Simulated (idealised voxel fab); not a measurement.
The document below concerns the process module designated voxel wiring stack.
Square cells of 5 nm make up the cross-section cut, whose width is 195 nm.
This document writes a cross-section as a grid whose cells are square, and gives it as bands, listed from the top down; one or more rows of cells form a band. Each band's line starts with the height of the band's top and of its bottom, in nm. Then come its materials from left to right, each with its width in nm. One material with "all across" fills the band from edge to edge. "air" is empty space. The reference from which all heights are counted is 0, the level beneath which the as-received wafer is entirely one material; the lowest band, having no lower bound, proceeds downward and is written after the example "top 0, no bottom". So if you see something like "30->40" for the width, read it as the top row of the band sitting at the first number and the bottom row at the second, with every row in between moving by the same amount as the last. What does "no alterations made" mean for a step? It means no cell of the cross-section changed in that step. "Closed cavity list" means: voids of 8 cells or more that are shut off from the top with no open way through. Written width x height at distance, distance from the left edge, in nm. If you see something after the settings on a step's line, that's the simulator's own remark about that step. overlay nm: mask right of planned place by this much (step with mask). Neg. = left.
[Listed below are the process steps as planned]
step 1: RECEIVE: material Si
step 2: CONFORMAL_DEP: material SiO2, thk nm 15
step 3: DIRECTIONAL_DEP: material TiN, thk nm 5
step 4: DIRECTIONAL_DEP: material Ru, thk nm 20
step 5: PATTERN: tone cover, mask id METAL_1, material resist, width nm 20, pitch nm 45, thk nm 20, overlay nm 0
step 6: DIRECTIONAL_ETCH: etch materials Ru, depth nm 20
step 7: DIRECTIONAL_ETCH: etch materials TiN, depth nm 5
step 8: STRIP: etch materials resist
step 9: FILL_DEP: material lowk, thk nm 10
step 10: CMP: height nm 40
step 11: CONFORMAL_DEP: material SiCN, thk nm 5
step 12: DIRECTIONAL_DEP: material lowk, thk nm 15
step 13: DIRECTIONAL_DEP: material aC, thk nm 15
step 14: PATTERN: tone open, mask id PLUG_1, material resist, width nm 15, pitch nm 45, thk nm 35, overlay nm 0
step 15: DIRECTIONAL_ETCH: etch materials aC, depth nm 15
step 16: STRIP: etch materials resist
step 17: DIRECTIONAL_ETCH: etch materials lowk, depth nm 15
step 18: DIRECTIONAL_ETCH: etch materials SiCN, depth nm 5
step 19: STRIP: etch materials aC
step 20: EPI: material Ru, thk nm 10
step 21: EPI: material Ru, thk nm 10
step 22: CONFORMAL_DEP: material SiN, thk nm 5
step 23: DIRECTIONAL_DEP: material SiO2, thk nm 15
step 24: DIRECTIONAL_DEP: material aC, thk nm 10
step 25: PATTERN: tone open, mask id METAL_2, material resist, width nm 20, pitch nm 45, thk nm 30, overlay nm 0
step 26: DIRECTIONAL_ETCH: etch materials aC, depth nm 10
step 27: STRIP: etch materials resist
step 28: DIRECTIONAL_ETCH: etch materials SiO2, depth nm 15
step 29: DIRECTIONAL_ETCH: etch materials SiN, depth nm 5
step 30: STRIP: etch materials aC
step 31: CONFORMAL_DEP: material TiN, thk nm 5
step 32: FILL_DEP: material Cu, thk nm 10
step 33: CMP: height nm 80
step 34: CONFORMAL_DEP: material SiCN, thk nm 5
step 35: DIRECTIONAL_DEP: material lowk, thk nm 30
step 36: DIRECTIONAL_DEP: material aC, thk nm 15
step 37: PATTERN: tone open, mask id METAL_3, material resist, width nm 20, pitch nm 45, thk nm 35, overlay nm 0
step 38: DIRECTIONAL_ETCH: etch materials aC, depth nm 15
step 39: STRIP: etch materials resist
step 40: DIRECTIONAL_ETCH: etch materials lowk, depth nm 15
step 41: STRIP: etch materials aC
step 42: MASKED_ETCH: tone open, mask id METAL_3_HOLES, width nm 15, pitch nm 45, etch materials lowk, depth nm 15, overlay nm 0
step 43: MASKED_ETCH: tone open, mask id METAL_3_HOLES, width nm 15, pitch nm 45, etch materials SiCN, depth nm 5, overlay nm 0
step 44: CONFORMAL_DEP: material TiN, thk nm 5
step 45: FILL_DEP: material Cu, thk nm 5
step 46: CMP: height nm 115
step 47: CONFORMAL_DEP: material SiCN, thk nm 5
step 48: DIRECTIONAL_DEP: material lowk, thk nm 10
step 49: MASKED_ETCH: tone open, mask id PLUG_3, width nm 15, pitch nm 45, etch materials lowk, depth nm 10, overlay nm 0
step 50: MASKED_ETCH: tone open, mask id PLUG_3, width nm 15, pitch nm 45, etch materials SiCN, depth nm 5, overlay nm 0
step 51: CONFORMAL_DEP: material TiN, thk nm 5
step 52: FILL_DEP: material Cu, thk nm 5
step 53: CMP: height nm 130
step 54: CONFORMAL_DEP: material SiCN, thk nm 5
step 55: DIRECTIONAL_DEP: material SiO2, thk nm 25
step 56: DIRECTIONAL_DEP: material aC, thk nm 10
step 57: PATTERN: tone open, mask id METAL_4, material resist, width nm 20, pitch nm 45, thk nm 25, overlay nm 0
step 58: DIRECTIONAL_ETCH: etch materials aC, depth nm 10
step 59: STRIP: etch materials resist
step 60: DIRECTIONAL_ETCH: etch materials SiO2, depth nm 25
step 61: DIRECTIONAL_ETCH: etch materials SiCN, depth nm 5
step 62: STRIP: etch materials aC
step 63: CONFORMAL_DEP: material TiN, thk nm 5
step 64: FILL_DEP: material Cu, thk nm 5
step 65: CMP: height nm 160
step 66: CONFORMAL_DEP: material SiCN, thk nm 5
[Delivered wafer in cross-section: state after step 1]
- top 0, no bottom  Si all across
- Closed cavity list: none
[What the wafer looks like in cross-section after this module, when it starts as shown above and follows the plan above but one mistake is made in running it]
- top 165, bottom 160  SiCN all across
- top 160, bottom 135  SiO2 40; TiN 5; Cu 10; TiN 5; SiO2 25; TiN 5; Cu 10; TiN 5; SiO2 25; TiN 5; Cu 10; TiN 5; SiO2 45
- top 135, bottom 130  SiCN 40; TiN 20; SiCN 25; TiN 20; SiCN 25; TiN 20; SiCN 45
- top 130, bottom 120  lowk 40; TiN 5; Cu 5; TiN 5; lowk 30; TiN 5; Cu 5; TiN 5; lowk 30; TiN 5; Cu 5; TiN 5; lowk 50
- top 120, bottom 115  SiCN 40; TiN 15; SiCN 30; TiN 15; SiCN 30; TiN 15; SiCN 50
- top 115, bottom 105  lowk 40; TiN 5; Cu 10; TiN 5; lowk 25; TiN 5; Cu 10; TiN 5; lowk 25; TiN 5; Cu 10; TiN 5; lowk 45
- top 105, bottom 100  lowk 40; TiN 5; Cu 5; TiN 10; lowk 25; TiN 5; Cu 5; TiN 10; lowk 25; TiN 5; Cu 5; TiN 10; lowk 45
- top 100, bottom 85  lowk 40; TiN 5; Cu 5; TiN 5; lowk 30; TiN 5; Cu 5; TiN 5; lowk 30; TiN 5; Cu 5; TiN 5; lowk 50
- top 85, bottom 80  SiCN 40; TiN 15; SiCN 30; TiN 15; SiCN 30; TiN 15; SiCN 50
- top 80, bottom 65  SiO2 40; TiN 5; Cu 10; TiN 5; SiO2 25; TiN 5; Cu 10; TiN 5; SiO2 25; TiN 5; Cu 10; TiN 5; SiO2 45
- top 65, bottom 60  SiN 40; TiN 20; SiN 25; TiN 20; SiN 25; TiN 20; SiN 45
- top 60, bottom 45  lowk 40; Ru 15; lowk 30; Ru 15; lowk 30; Ru 15; lowk 50
- top 45, bottom 40  SiCN 40; Ru 15; SiCN 30; Ru 15; SiCN 30; Ru 15; SiCN 50
- top 40, bottom 35  lowk 40; TiN 20; lowk 25; TiN 20; lowk 25; TiN 20; lowk 45
- top 35, bottom 15  Ru all across
- top 15, bottom 0  SiO2 all across
- top 0, no bottom  Si all across
- Closed cavity list: none
Processing error: so 3 and 4 got swapped relative to the plan, each ran where the other was supposed to
